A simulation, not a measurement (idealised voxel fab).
process module | voxel tone inversion
Displayed cross-section: cut, width of 255 nm, square cells sized 5 nm.
Cross-section layout: square cells on a grid; listed as bands, top to bottom; a band spans one or more cell rows.
Within each band entry, the heights of the top and of the bottom of the band appear first, in that order and in nm; the materials of the band then follow from left to right, each with its corresponding width in nm. The designation "throughout" on a single material indicates that it fills the band from edge to edge; the designation "air" indicates empty space.
For the purposes of this specification, 0 denotes the height below which the wafer in its as-received condition is composed wholly of one material, and the lowermost band, lacking a lower limit, extends downward without end, as expressed in "0 nm and below".
Top row gets the first number, bottom row gets the second, and each row in between changes by the same step: that is how a band width like "30 to 40" works.
"remained the same" -> step changed no cross-section cell.
In "Enclosed cavities" the enclosed voids are listed, meaning empty spaces of 8 cells or larger without any opening to the top. The form is width x height at distance, distance from the left edge, units nm.
That trailing text on a step's line, after the settings, is the simulator's own remark on the step.
overlay nm: mask right of planned place by this much (step with mask). Neg. = left.
Reading guide: pairs of cross-sections, before and after one process step; after view cut off at lowest changed band; step and settings listed under each pair. Pairs may stem from different runs of this module on the same starting wafer; continuity with the pair above only where the "Pre-step profile" entry states it.

### Pre-step profile
    0 nm and below = Si throughout
    Enclosed cavities: none

### Resulting Structure
    10 nm to 0 nm = SiN throughout
    below 0: unchanged
    Enclosed cavities: none
Link between the two cross-sections above: op CONFORMAL_DEP | material SiN | thk nm 10

Pre-step profile: the state before this step is the cross-section shown after the step in the pair just above.

### Resulting Structure
    35 nm to 10 nm = polySi throughout
    below 10: unchanged
    Enclosed cavities: none
Link between the two cross-sections above: op DIRECTIONAL_DEP | material polySi | thk nm 25

Pre-step profile: the state before this step is the cross-section shown after the step in the pair just above.

### Resulting Structure
    65 nm to 35 nm = 95 air, 25 resist, 15 air, 25 resist, 95 air
    below 35: unchanged
    Enclosed cavities: none
Link between the two cross-sections above: op PATTERN | tone cover | mask id POSTS | material resist | width nm 25 | pitch nm 40 | thk nm 30 | overlay nm 0

Pre-step profile: the state before this step is the cross-section shown after the step in the pair just above.

### Resulting Structure
    65 nm to 35 nm = 95 air, 25 resist, 15 air, 25 resist, 95 air
    35 nm to 10 nm = 95 air, 25 polySi, 15 air, 25 polySi, 95 air
    below 10: unchanged
    Enclosed cavities: none
Link between the two cross-sections above: op DIRECTIONAL_ETCH | etch materials polySi | depth nm 25

Pre-step profile: the state before this step is the cross-section shown after the step in the pair just above.

### Resulting Structure
    35 nm to 10 nm = 95 air, 25 polySi, 15 air, 25 polySi, 95 air
    below 10: unchanged
    Enclosed cavities: none
Link between the two cross-sections above: op STRIP | etch materials resist

Pre-step profile: the state before this step is the cross-section shown after the step in the pair just above.

### Resulting Structure
    40 nm to 35 nm = lowk throughout
    35 nm to 10 nm = 95 lowk, 25 polySi, 15 lowk, 25 polySi, 95 lowk
    below 10: unchanged
    Enclosed cavities: none
Link between the two cross-sections above: op FILL_DEP | material lowk | thk nm 5

Pre-step profile: the state before this step is the cross-section shown after the step in the pair just above.

### Resulting Structure
    35 nm to 10 nm = 95 lowk, 25 polySi, 15 lowk, 25 polySi, 95 lowk
    below 10: unchanged
    Enclosed cavities: none
Link between the two cross-sections above: op CMP | height nm 35

Pre-step profile: the state before this step is the cross-section shown after the step in the pair just above.

### Resulting Structure
    35 nm to 10 nm = 95 lowk, 25 air, 15 lowk, 25 air, 95 lowk
    below 10: unchanged
    Enclosed cavities: none
Link between the two cross-sections above: op STRIP | etch materials polySi

Pre-step profile: the state before this step is the cross-section shown after the step in the pair just above.

### Resulting Structure
    40 nm to 35 nm = 100 TiN, 15 air, 25 TiN, 15 air, 100 TiN
    35 nm to 15 nm = 95 lowk, 5 TiN, 15 air, 5 TiN, 15 lowk, 5 TiN, 15 air, 5 TiN, 95 lowk
    15 nm to 10 nm = 95 lowk, 25 TiN, 15 lowk, 25 TiN, 95 lowk
    below 10: unchanged
    Enclosed cavities: none
Link between the two cross-sections above: op CONFORMAL_DEP | material TiN | thk nm 5

Pre-step profile: the state before this step is the cross-section shown after the step in the pair just above.

### Resulting Structure
    50 nm to 40 nm = Cu throughout
    40 nm to 35 nm = 100 TiN, 15 Cu, 25 TiN, 15 Cu, 100 TiN
    35 nm to 15 nm = 95 lowk, 5 TiN, 15 Cu, 5 TiN, 15 lowk, 5 TiN, 15 Cu, 5 TiN, 95 lowk
    below 15: unchanged
    Enclosed cavities: none
Link between the two cross-sections above: op FILL_DEP | material Cu | thk nm 10

Pre-step profile: the state before this step is the cross-section shown after the step in the pair just above.

### Resulting Structure
    35 nm to 15 nm = 95 lowk, 5 TiN, 15 Cu, 5 TiN, 15 lowk, 5 TiN, 15 Cu, 5 TiN, 95 lowk
    below 15: unchanged
    Enclosed cavities: none
Link between the two cross-sections above: op CMP | height nm 35

Pre-step profile: the state before this step is the cross-section shown after the step in the pair just above.

### Resulting Structure
    40 nm to 35 nm = SiCN throughout
    below 35: unchanged
    Enclosed cavities: none
Link between the two cross-sections above: op CONFORMAL_DEP | material SiCN | thk nm 5

### Pre-step profile
    50 nm to 40 nm = Cu throughout
    40 nm to 35 nm = 100 TiN, 15 Cu, 25 TiN, 15 Cu, 100 TiN
    35 nm to 15 nm = 95 lowk, 5 TiN, 15 Cu, 5 TiN, 15 lowk, 5 TiN, 15 Cu, 5 TiN, 95 lowk
    15 nm to 10 nm = 95 lowk, 25 TiN, 15 lowk, 25 TiN, 95 lowk
    10 nm to 0 nm = SiN throughout
    0 nm and below = Si throughout
    Enclosed cavities: none

### Resulting Structure
    55 nm to 50 nm = SiCN throughout
    below 50: unchanged
    Enclosed cavities: none
Link between the two cross-sections above: op CONFORMAL_DEP | material SiCN | thk nm 5

### Pre-step profile
    0 nm and below = Si throughout
    Enclosed cavities: none

### Resulting Structure
    25 nm to 0 nm = polySi throughout
    below 0: unchanged
    Enclosed cavities: none
Link between the two cross-sections above: op DIRECTIONAL_DEP | material polySi | thk nm 25

Pre-step profile: the state before this step is the cross-section shown after the step in the pair just above.

### Resulting Structure
    35 nm to 25 nm = SiN throughout
    below 25: unchanged
    Enclosed cavities: none
Link between the two cross-sections above: op CONFORMAL_DEP | material SiN | thk nm 10

Pre-step profile: the state before this step is the cross-section shown after the step in the pair just above.

### Resulting Structure
    65 nm to 35 nm = 95 air, 25 resist, 15 air, 25 resist, 95 air
    below 35: unchanged
    Enclosed cavities: none
Link between the two cross-sections above: op PATTERN | tone cover | mask id POSTS | material resist | width nm 25 | pitch nm 40 | thk nm 30 | overlay nm 0

Pre-step profile: the state before this step is the cross-section shown after the step in the pair just above.

### Resulting Structure
    35 nm to 25 nm = SiN throughout
    below 25: unchanged
    Enclosed cavities: none
Link between the two cross-sections above: op STRIP | etch materials resist

Pre-step profile: the state before this step is the cross-section shown after the step in the pair just above.

### Resulting Structure
    40 nm to 35 nm = lowk throughout
    below 35: unchanged
    Enclosed cavities: none
Link between the two cross-sections above: op FILL_DEP | material lowk | thk nm 5

Pre-step profile: the state before this step is the cross-section shown after the step in the pair just above.

### Resulting Structure
    35 nm to 25 nm = SiN throughout
    below 25: unchanged
    Enclosed cavities: none
Link between the two cross-sections above: op CMP | height nm 35

Pre-step profile: the state before this step is the cross-section shown after the step in the pair just above.

### Resulting Structure
    40 nm to 35 nm = TiN throughout
    below 35: unchanged
    Enclosed cavities: none
Link between the two cross-sections above: op CONFORMAL_DEP | material TiN | thk nm 5

Pre-step profile: the state before this step is the cross-section shown after the step in the pair just above.

### Resulting Structure
    50 nm to 40 nm = Cu throughout
    below 40: unchanged
    Enclosed cavities: none
Link between the two cross-sections above: op FILL_DEP | material Cu | thk nm 10

Pre-step profile: the state before this step is the cross-section shown after the step in the pair just above.

### Resulting Structure
    35 nm to 25 nm = SiN throughout
    below 25: unchanged
    Enclosed cavities: none
Link between the two cross-sections above: op CMP | height nm 35

Pre-step profile: the state before this step is the cross-section shown after the step in the pair just above.

### Resulting Structure
    40 nm to 35 nm = SiCN throughout
    below 35: unchanged
    Enclosed cavities: none
Link between the two cross-sections above: op CONFORMAL_DEP | material SiCN | thk nm 5

### Pre-step profile
    10 nm to 0 nm = SiN throughout
    0 nm and below = Si throughout
    Enclosed cavities: none

### Resulting Structure
    30 nm to 10 nm = polySi throughout
    below 10: unchanged
    Enclosed cavities: none
Link between the two cross-sections above: op DIRECTIONAL_DEP | material polySi | thk nm 20

Pre-step profile: the state before this step is the cross-section shown after the step in the pair just above.

### Resulting Structure
    60 nm to 30 nm = 95 air, 25 resist, 15 air, 25 resist, 95 air
    below 30: unchanged
    Enclosed cavities: none
Link between the two cross-sections above: op PATTERN | tone cover | mask id POSTS | material resist | width nm 25 | pitch nm 40 | thk nm 30 | overlay nm 0

Pre-step profile: the state before this step is the cross-section shown after the step in the pair just above.

### Resulting Structure
    60 nm to 30 nm = 95 air, 25 resist, 15 air, 25 resist, 95 air
    30 nm to 10 nm = 95 air, 25 polySi, 15 air, 25 polySi, 95 air
    below 10: unchanged
    Enclosed cavities: none
Link between the two cross-sections above: op DIRECTIONAL_ETCH | etch materials polySi | depth nm 25

Pre-step profile: the state before this step is the cross-section shown after the step in the pair just above.

### Resulting Structure
    30 nm to 10 nm = 95 air, 25 polySi, 15 air, 25 polySi, 95 air
    below 10: unchanged
    Enclosed cavities: none
Link between the two cross-sections above: op STRIP | etch materials resist

Pre-step profile: the state before this step is the cross-section shown after the step in the pair just above.

### Resulting Structure
    35 nm to 30 nm = lowk throughout
    30 nm to 10 nm = 95 lowk, 25 polySi, 15 lowk, 25 polySi, 95 lowk
    below 10: unchanged
    Enclosed cavities: none
Link between the two cross-sections above: op FILL_DEP | material lowk | thk nm 5

Pre-step profile: the state before this step is the cross-section shown after the step in the pair just above.

### Resulting Structure
    40 nm to 35 nm = TiN throughout
    below 35: unchanged
    Enclosed cavities: none
Link between the two cross-sections above: op CONFORMAL_DEP | material TiN | thk nm 5

Pre-step profile: the state before this step is the cross-section shown after the step in the pair just above.

### Resulting Structure
    50 nm to 40 nm = Cu throughout
    below 40: unchanged
    Enclosed cavities: none
Link between the two cross-sections above: op FILL_DEP | material Cu | thk nm 10

Pre-step profile: the state before this step is the cross-section shown after the step in the pair just above.

### Resulting Structure
    35 nm to 30 nm = lowk throughout
    below 30: unchanged
    Enclosed cavities: none
Link between the two cross-sections above: op CMP | height nm 35

Pre-step profile: the state before this step is the cross-section shown after the step in the pair just above.

### Resulting Structure
    40 nm to 35 nm = SiCN throughout
    below 35: unchanged
    Enclosed cavities: none
Link between the two cross-sections above: op CONFORMAL_DEP | material SiCN | thk nm 5

### Pre-step profile
    35 nm to 10 nm = polySi throughout
    10 nm to 0 nm = SiN throughout
    0 nm and below = Si throughout
    Enclosed cavities: none

### Resulting Structure
    65 nm to 35 nm = 100 air, 20 resist, 20 air, 20 resist, 95 air
    below 35: unchanged
    Enclosed cavities: none
Link between the two cross-sections above: op PATTERN | tone cover | mask id POSTS | material resist | width nm 20 | pitch nm 40 | thk nm 30 | overlay nm 0

Pre-step profile: the state before this step is the cross-section shown after the step in the pair just above.

### Resulting Structure
    65 nm to 35 nm = 100 air, 20 resist, 20 air, 20 resist, 95 air
    35 nm to 10 nm = 100 air, 20 polySi, 20 air, 20 polySi, 95 air
    below 10: unchanged
    Enclosed cavities: none
Link between the two cross-sections above: op DIRECTIONAL_ETCH | etch materials polySi | depth nm 25

Pre-step profile: the state before this step is the cross-section shown after the step in the pair just above.

### Resulting Structure
    35 nm to 10 nm = 100 air, 20 polySi, 20 air, 20 polySi, 95 air
    below 10: unchanged
    Enclosed cavities: none
Link between the two cross-sections above: op STRIP | etch materials resist

Pre-step profile: the state before this step is the cross-section shown after the step in the pair just above.

### Resulting Structure
    40 nm to 35 nm = lowk throughout
    35 nm to 10 nm = 100 lowk, 20 polySi, 20 lowk, 20 polySi, 95 lowk
    below 10: unchanged
    Enclosed cavities: none
Link between the two cross-sections above: op FILL_DEP | material lowk | thk nm 5

Pre-step profile: the state before this step is the cross-section shown after the step in the pair just above.

### Resulting Structure
    35 nm to 10 nm = 100 lowk, 20 polySi, 20 lowk, 20 polySi, 95 lowk
    below 10: unchanged
    Enclosed cavities: none
Link between the two cross-sections above: op CMP | height nm 35

Pre-step profile: the state before this step is the cross-section shown after the step in the pair just above.

### Resulting Structure
    35 nm to 10 nm = 100 lowk, 20 air, 20 lowk, 20 air, 95 lowk
    below 10: unchanged
    Enclosed cavities: none
Link between the two cross-sections above: op STRIP | etch materials polySi

Pre-step profile: the state before this step is the cross-section shown after the step in the pair just above.

### Resulting Structure
    40 nm to 35 nm = 105 TiN, 10 air, 30 TiN, 10 air, 100 TiN
    35 nm to 15 nm = 100 lowk, 5 TiN, 10 air, 5 TiN, 20 lowk, 5 TiN, 10 air, 5 TiN, 95 lowk
    15 nm to 10 nm = 100 lowk, 20 TiN, 20 lowk, 20 TiN, 95 lowk
    below 10: unchanged
    Enclosed cavities: none
Link between the two cross-sections above: op CONFORMAL_DEP | material TiN | thk nm 5

Pre-step profile: the state before this step is the cross-section shown after the step in the pair just above.

### Resulting Structure
    50 nm to 40 nm = Cu throughout
    40 nm to 35 nm = 105 TiN, 10 Cu, 30 TiN, 10 Cu, 100 TiN
    35 nm to 15 nm = 100 lowk, 5 TiN, 10 Cu, 5 TiN, 20 lowk, 5 TiN, 10 Cu, 5 TiN, 95 lowk
    below 15: unchanged
    Enclosed cavities: none
Link between the two cross-sections above: op FILL_DEP | material Cu | thk nm 10

Pre-step profile: the state before this step is the cross-section shown after the step in the pair just above.

### Resulting Structure
    35 nm to 15 nm = 100 lowk, 5 TiN, 10 Cu, 5 TiN, 20 lowk, 5 TiN, 10 Cu, 5 TiN, 95 lowk
    below 15: unchanged
    Enclosed cavities: none
Link between the two cross-sections above: op CMP | height nm 35

Pre-step profile: the state before this step is the cross-section shown after the step in the pair just above.

### Resulting Structure
    40 nm to 35 nm = SiCN throughout
    below 35: unchanged
    Enclosed cavities: none
Link between the two cross-sections above: op CONFORMAL_DEP | material SiCN | thk nm 5

### Pre-step profile
    35 nm to 10 nm = polySi throughout
    10 nm to 0 nm = SiN throughout
    0 nm and below = Si throughout
    Enclosed cavities: none

### Resulting Structure
    65 nm to 35 nm = 85 air, 25 resist, 15 air, 25 resist, 105 air
    below 35: unchanged
    Enclosed cavities: none
Link between the two cross-sections above: op PATTERN | tone cover | mask id POSTS | material resist | width nm 25 | pitch nm 40 | thk nm 30 | overlay nm -10

Pre-step profile: the state before this step is the cross-section shown after the step in the pair just above.

### Resulting Structure
    65 nm to 35 nm = 85 air, 25 resist, 15 air, 25 resist, 105 air
    35 nm to 10 nm = 85 air, 25 polySi, 15 air, 25 polySi, 105 air
    below 10: unchanged
    Enclosed cavities: none
Link between the two cross-sections above: op DIRECTIONAL_ETCH | etch materials polySi | depth nm 25

Pre-step profile: the state before this step is the cross-section shown after the step in the pair just above.

### Resulting Structure
    35 nm to 10 nm = 85 air, 25 polySi, 15 air, 25 polySi, 105 air
    below 10: unchanged
    Enclosed cavities: none
Link between the two cross-sections above: op STRIP | etch materials resist

Pre-step profile: the state before this step is the cross-section shown after the step in the pair just above.

### Resulting Structure
    40 nm to 35 nm = lowk throughout
    35 nm to 10 nm = 85 lowk, 25 polySi, 15 lowk, 25 polySi, 105 lowk
    below 10: unchanged
    Enclosed cavities: none
Link between the two cross-sections above: op FILL_DEP | material lowk | thk nm 5

Pre-step profile: the state before this step is the cross-section shown after the step in the pair just above.

### Resulting Structure
    35 nm to 10 nm = 85 lowk, 25 polySi, 15 lowk, 25 polySi, 105 lowk
    below 10: unchanged
    Enclosed cavities: none
Link between the two cross-sections above: op CMP | height nm 35

Pre-step profile: the state before this step is the cross-section shown after the step in the pair just above.

### Resulting Structure
    35 nm to 10 nm = 85 lowk, 25 air, 15 lowk, 25 air, 105 lowk
    below 10: unchanged
    Enclosed cavities: none
Link between the two cross-sections above: op STRIP | etch materials polySi

Pre-step profile: the state before this step is the cross-section shown after the step in the pair just above.

### Resulting Structure
    40 nm to 35 nm = 90 TiN, 15 air, 25 TiN, 15 air, 110 TiN
    35 nm to 15 nm = 85 lowk, 5 TiN, 15 air, 5 TiN, 15 lowk, 5 TiN, 15 air, 5 TiN, 105 lowk
    15 nm to 10 nm = 85 lowk, 25 TiN, 15 lowk, 25 TiN, 105 lowk
    below 10: unchanged
    Enclosed cavities: none
Link between the two cross-sections above: op CONFORMAL_DEP | material TiN | thk nm 5

Pre-step profile: the state before this step is the cross-section shown after the step in the pair just above.

### Resulting Structure
    50 nm to 40 nm = Cu throughout
    40 nm to 35 nm = 90 TiN, 15 Cu, 25 TiN, 15 Cu, 110 TiN
    35 nm to 15 nm = 85 lowk, 5 TiN, 15 Cu, 5 TiN, 15 lowk, 5 TiN, 15 Cu, 5 TiN, 105 lowk
    below 15: unchanged
    Enclosed cavities: none
Link between the two cross-sections above: op FILL_DEP | material Cu | thk nm 10

Pre-step profile: the state before this step is the cross-section shown after the step in the pair just above.

### Resulting Structure
    35 nm to 15 nm = 85 lowk, 5 TiN, 15 Cu, 5 TiN, 15 lowk, 5 TiN, 15 Cu, 5 TiN, 105 lowk
    below 15: unchanged
    Enclosed cavities: none
Link between the two cross-sections above: op CMP | height nm 35

Pre-step profile: the state before this step is the cross-section shown after the step in the pair just above.

### Resulting Structure
    40 nm to 35 nm = SiCN throughout
    below 35: unchanged
    Enclosed cavities: none
Link between the two cross-sections above: op CONFORMAL_DEP | material SiCN | thk nm 5

### Pre-step profile
    35 nm to 10 nm = 95 lowk, 25 air, 15 lowk, 25 air, 95 lowk
    10 nm to 0 nm = SiN throughout
    0 nm and below = Si throughout
    Enclosed cavities: none

### Resulting Structure
    40 nm to 35 nm = 100 SiN, 15 air, 25 SiN, 15 air, 100 SiN
    35 nm to 15 nm = 95 lowk, 5 SiN, 15 air, 5 SiN, 15 lowk, 5 SiN, 15 air, 5 SiN, 95 lowk
    15 nm to 10 nm = 95 lowk, 25 SiN, 15 lowk, 25 SiN, 95 lowk
    below 10: unchanged
    Enclosed cavities: none
Link between the two cross-sections above: op CONFORMAL_DEP | material SiN | thk nm 5

Pre-step profile: the state before this step is the cross-section shown after the step in the pair just above.

### Resulting Structure
    50 nm to 40 nm = Cu throughout
    40 nm to 35 nm = 100 SiN, 15 Cu, 25 SiN, 15 Cu, 100 SiN
    35 nm to 15 nm = 95 lowk, 5 SiN, 15 Cu, 5 SiN, 15 lowk, 5 SiN, 15 Cu, 5 SiN, 95 lowk
    below 15: unchanged
    Enclosed cavities: none
Link between the two cross-sections above: op FILL_DEP | material Cu | thk nm 10

Pre-step profile: the state before this step is the cross-section shown after the step in the pair just above.

### Resulting Structure
    35 nm to 15 nm = 95 lowk, 5 SiN, 15 Cu, 5 SiN, 15 lowk, 5 SiN, 15 Cu, 5 SiN, 95 lowk
    below 15: unchanged
    Enclosed cavities: none
Link between the two cross-sections above: op CMP | height nm 35

Pre-step profile: the state before this step is the cross-section shown after the step in the pair just above.

### Resulting Structure
    40 nm to 35 nm = SiCN throughout
    below 35: unchanged
    Enclosed cavities: none
Link between the two cross-sections above: op CONFORMAL_DEP | material SiCN | thk nm 5

### Pre-step profile
    35 nm to 10 nm = polySi throughout
    10 nm to 0 nm = SiN throughout
    0 nm and below = Si throughout
    Enclosed cavities: none

### Resulting Structure
    65 nm to 35 nm = 95 resist, 25 air, 15 resist, 25 air, 95 resist
    below 35: unchanged
    Enclosed cavities: none
Link between the two cross-sections above: op PATTERN | tone open | mask id POSTS | material resist | width nm 25 | pitch nm 40 | thk nm 30 | overlay nm 0

Pre-step profile: the state before this step is the cross-section shown after the step in the pair just above.

### Resulting Structure
    65 nm to 35 nm = 95 resist, 25 air, 15 resist, 25 air, 95 resist
    35 nm to 10 nm = 95 polySi, 25 air, 15 polySi, 25 air, 95 polySi
    below 10: unchanged
    Enclosed cavities: none
Link between the two cross-sections above: op DIRECTIONAL_ETCH | etch materials polySi | depth nm 25

Pre-step profile: the state before this step is the cross-section shown after the step in the pair just above.

### Resulting Structure
    35 nm to 10 nm = 95 polySi, 25 air, 15 polySi, 25 air, 95 polySi
    below 10: unchanged
    Enclosed cavities: none
Link between the two cross-sections above: op STRIP | etch materials resist

Pre-step profile: the state before this step is the cross-section shown after the step in the pair just above.

### Resulting Structure
    40 nm to 35 nm = lowk throughout
    35 nm to 10 nm = 95 polySi, 25 lowk, 15 polySi, 25 lowk, 95 polySi
    below 10: unchanged
    Enclosed cavities: none
Link between the two cross-sections above: op FILL_DEP | material lowk | thk nm 5

Pre-step profile: the state before this step is the cross-section shown after the step in the pair just above.

### Resulting Structure
    35 nm to 10 nm = 95 polySi, 25 lowk, 15 polySi, 25 lowk, 95 polySi
    below 10: unchanged
    Enclosed cavities: none
Link between the two cross-sections above: op CMP | height nm 35

Pre-step profile: the state before this step is the cross-section shown after the step in the pair just above.

### Resulting Structure
    35 nm to 10 nm = 95 air, 25 lowk, 15 air, 25 lowk, 95 air
    below 10: unchanged
    Enclosed cavities: none
Link between the two cross-sections above: op STRIP | etch materials polySi

Pre-step profile: the state before this step is the cross-section shown after the step in the pair just above.

### Resulting Structure
    40 nm to 35 nm = 90 air, 35 TiN, 5 air, 35 TiN, 90 air
    35 nm to 15 nm = 90 air, 5 TiN, 25 lowk, 5 TiN, 5 air, 5 TiN, 25 lowk, 5 TiN, 90 air
    15 nm to 10 nm = 95 TiN, 25 lowk, 15 TiN, 25 lowk, 95 TiN
    below 10: unchanged
    Enclosed cavities: none
Link between the two cross-sections above: op CONFORMAL_DEP | material TiN | thk nm 5

Pre-step profile: the state before this step is the cross-section shown after the step in the pair just above.

### Resulting Structure
    50 nm to 40 nm = Cu throughout
    40 nm to 35 nm = 90 Cu, 35 TiN, 5 Cu, 35 TiN, 90 Cu
    35 nm to 15 nm = 90 Cu, 5 TiN, 25 lowk, 5 TiN, 5 Cu, 5 TiN, 25 lowk, 5 TiN, 90 Cu
    below 15: unchanged
    Enclosed cavities: none
Link between the two cross-sections above: op FILL_DEP | material Cu | thk nm 10

Pre-step profile: the state before this step is the cross-section shown after the step in the pair just above.

### Resulting Structure
    35 nm to 15 nm = 90 Cu, 5 TiN, 25 lowk, 5 TiN, 5 Cu, 5 TiN, 25 lowk, 5 TiN, 90 Cu
    below 15: unchanged
    Enclosed cavities: none
Link between the two cross-sections above: op CMP | height nm 35

Pre-step profile: the state before this step is the cross-section shown after the step in the pair just above.

### Resulting Structure
    40 nm to 35 nm = SiCN throughout
    below 35: unchanged
    Enclosed cavities: none
Link between the two cross-sections above: op CONFORMAL_DEP | material SiCN | thk nm 5
